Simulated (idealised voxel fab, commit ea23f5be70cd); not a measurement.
process module | voxel air gaps
cross-section cut | 175 nm wide | cells 5 nm
A cross-section is a grid of square cells, given in bands from the top down. A band is one or more rows of cells.
Each band's line starts with the height of the band's top and of its bottom, in nm. Then come its materials from left to right, each with its width in nm. One material with "throughout" fills the band from edge to edge. "air" is empty space.
Height 0 is the level under which the wafer as received is all one material. The lowest band goes on downwards, as in "0 down".
A width such as "30 to 40" changes by the same amount from each row of cells to the next, from the band's top row to its bottom row.
"no change" after a step means that no cell of the cross-section changed.
closed voids: empty space of 8 cells or more with no open way to the top, each as width x height at its distance from the left edge, in nm
after a step's settings: what the simulator itself notes on the step
overlay nm, on a step with a mask: how far to the right of its planned place the mask lay; to the left if negative
plan
1 op RECEIVE | material Si
2 op CONFORMAL_DEP | material SiO2 | thk nm 15
3 op CONFORMAL_DEP | material SiCN | thk nm 5
4 op DIRECTIONAL_DEP | material SiO2 | thk nm 20
5 op MASKED_ETCH | tone open | mask id LINES | width nm 20 | pitch nm 45 | etch materials SiO2 | depth nm 30 | overlay nm 0
6 op CONFORMAL_DEP | material TiN | thk nm 5
7 op FILL_DEP | material Cu | thk nm 10
8 op CMP | height nm 50
9 op EPI | material Ru | thk nm 10
10 op SELECTIVE_ETCH | etch materials SiO2 | depth nm 40
11 op CONFORMAL_DEP | material SiCN | thk nm 5
varied across the wafers: thk nm of step 4. The plan shows the first wafer's value. All wafers start alike
first wafer as received, after step 1
  0 down: Si throughout
  closed voids: none
first wafer at the end, after step 11
  65 to 60: SiCN throughout
  60 to 50: Ru throughout
  50 to 45: Cu throughout
  45 to 40: TiN 35 | Cu 10 | TiN 35 | Cu 10 | TiN 35 | Cu 10 | TiN 40
  40 to 25: SiO2 30 | TiN 5 | Cu 10 | TiN 5 | SiO2 25 | TiN 5 | Cu 10 | TiN 5 | SiO2 25 | TiN 5 | Cu 10 | TiN 5 | SiO2 35
  25 to 20: SiO2 30 | TiN 20 | SiO2 25 | TiN 20 | SiO2 25 | TiN 20 | SiO2 35
  20 to 15: SiCN throughout
  15 to 0: SiO2 throughout
  0 down: Si throughout
  closed voids: none
last wafer at the end
  65 to 60: air 15 | SiCN 140 | air 20
  60 to 50: air 15 | SiCN 5 | Ru 40 | SiCN 5 | Ru 40 | SiCN 5 | Ru 40 | SiCN 5 | air 20
  50 to 45: air 15 | SiCN 15 | TiN 5 | Cu 10 | TiN 5 | SiCN 25 | TiN 5 | Cu 10 | TiN 5 | SiCN 25 | TiN 5 | Cu 10 | TiN 5 | SiCN 15 | air 20
  45 to 25: air 25 | SiCN 5 | TiN 5 | Cu 10 | TiN 5 | SiCN 5 | air 15 | SiCN 5 | TiN 5 | Cu 10 | TiN 5 | SiCN 5 | air 15 | SiCN 5 | TiN 5 | Cu 10 | TiN 5 | SiCN 5 | air 30
  25 to 20: SiCN 30 | TiN 20 | SiCN 25 | TiN 20 | SiCN 25 | TiN 20 | SiCN 35
  20 to 15: SiCN throughout
  15 to 0: SiO2 throughout
  0 down: Si throughout
  closed voids: 15 x 20 at 55; 15 x 20 at 100
each wafer at the end: cells of each material gained (+) or lost (-) since it was received, then its closed voids
thk nm 20 | +59 Cu | +70 Ru | +70 SiCN | +197 SiO2 | +59 TiN | closed voids: none
thk nm 25 | +30 Cu | +70 Ru | +70 SiCN | +220 SiO2 | +65 TiN | closed voids: none
thk nm 30 | +30 Cu | +48 Ru | +134 SiCN | +105 SiO2 | +42 TiN | closed voids: 15 x 20 at 55; 15 x 20 at 100
